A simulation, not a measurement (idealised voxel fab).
Name of the process module below: voxel self aligned vias
It is cross-section cut that appears here, measuring 220 nm in width, its square cells being 5 nm in size.
A cross-section in this document is a grid of square cells, and it is written down as bands, the top band listed before the ones below it; a band is made up of one or more rows of cells. Band: top and bottom heights (nm) first, top before bottom; then materials from left to right, widths in nm. "all across" marks a sole material filling the band edge to edge. "air" denotes empty space. A quick word on heights: they are counted from 0, and under that level the wafer as it came to us is one material throughout. The lowest band is different from the rest in having no bottom; it simply continues downward, written as in "0..down". Read "30->40" as a graded width: first number on top, second number at the bottom, same change between each pair of neighbouring rows. Any step labelled "nothing different" changed none of the cells in the cross-section. Any empty space of 8 cells or more lacking an open way to the top shows up in "Completely sealed voids" as width x height at distance, distance from the left edge, in nm. Note: text after step settings on the step line = simulator remark on that step. overlay nm: where the mask lay relative to plan, measured to the right, on steps with a mask; negatives go left.

## Process steps (planned)
1) RECEIVE: material Si
2) CONFORMAL_DEP: material SiO2, thk nm 15
3) CONFORMAL_DEP: material SiCN, thk nm 5
4) DIRECTIONAL_DEP: material lowk, thk nm 30
5) MASKED_ETCH: tone open, mask id LINES, width nm 25, pitch nm 50, etch materials lowk, depth nm 30, overlay nm -15
6) CONFORMAL_DEP: material TiN, thk nm 5
7) FILL_DEP: material W, thk nm 5
8) CMP: height nm 50
9) SELECTIVE_ETCH: etch materials W Ru TiN, depth nm 5
10) FILL_DEP: material SiN, thk nm 10
11) CMP: height nm 50
12) DIRECTIONAL_DEP: material lowk, thk nm 20
13) PATTERN: tone open, mask id VIAS, material resist, width nm 35, pitch nm 50, thk nm 15, overlay nm 0
14) DIRECTIONAL_ETCH: etch materials lowk, depth nm 20
15) DIRECTIONAL_ETCH: etch materials SiN, depth nm 5
16) STRIP: etch materials resist
17) CONFORMAL_DEP: material TiN, thk nm 5
18) FILL_DEP: material Cu, thk nm 5
19) CMP: height nm 70
20) CONFORMAL_DEP: material SiN, thk nm 5
It is noted that the wafers described herein are identical at the outset and are distinguished by the overlay nm of step 5; the value stated in the plan corresponds to the first wafer.

## first wafer as received, after step 1
	0..down  Si all across
	Completely sealed voids: none

## Note: the following table is arranged by wafer, a row apiece. Each row reports the end-of-module state: per material, cells gained (+) or cells lost (-) compared with the wafer as received; closed voids follow
overlay nm -15, +48 Cu, +44 SiCN, +50 SiN, +132 SiO2, +84 TiN, +36 W, +266 lowk, Completely sealed voids: none
overlay nm -10, +51 Cu, +44 SiCN, +47 SiN, +132 SiO2, +84 TiN, +36 W, +266 lowk, Completely sealed voids: none
overlay nm -5, +54 Cu, +44 SiCN, +44 SiN, +132 SiO2, +84 TiN, +36 W, +266 lowk, Completely sealed voids: none
overlay nm 0, +54 Cu, +44 SiCN, +44 SiN, +132 SiO2, +84 TiN, +36 W, +266 lowk, Completely sealed voids: none
overlay nm 5, +54 Cu, +44 SiCN, +44 SiN, +132 SiO2, +84 TiN, +36 W, +266 lowk, Completely sealed voids: none
overlay nm 10, +51 Cu, +44 SiCN, +47 SiN, +132 SiO2, +84 TiN, +36 W, +266 lowk, Completely sealed voids: none
overlay nm 15, +48 Cu, +44 SiCN, +50 SiN, +132 SiO2, +84 TiN, +36 W, +266 lowk, Completely sealed voids: none
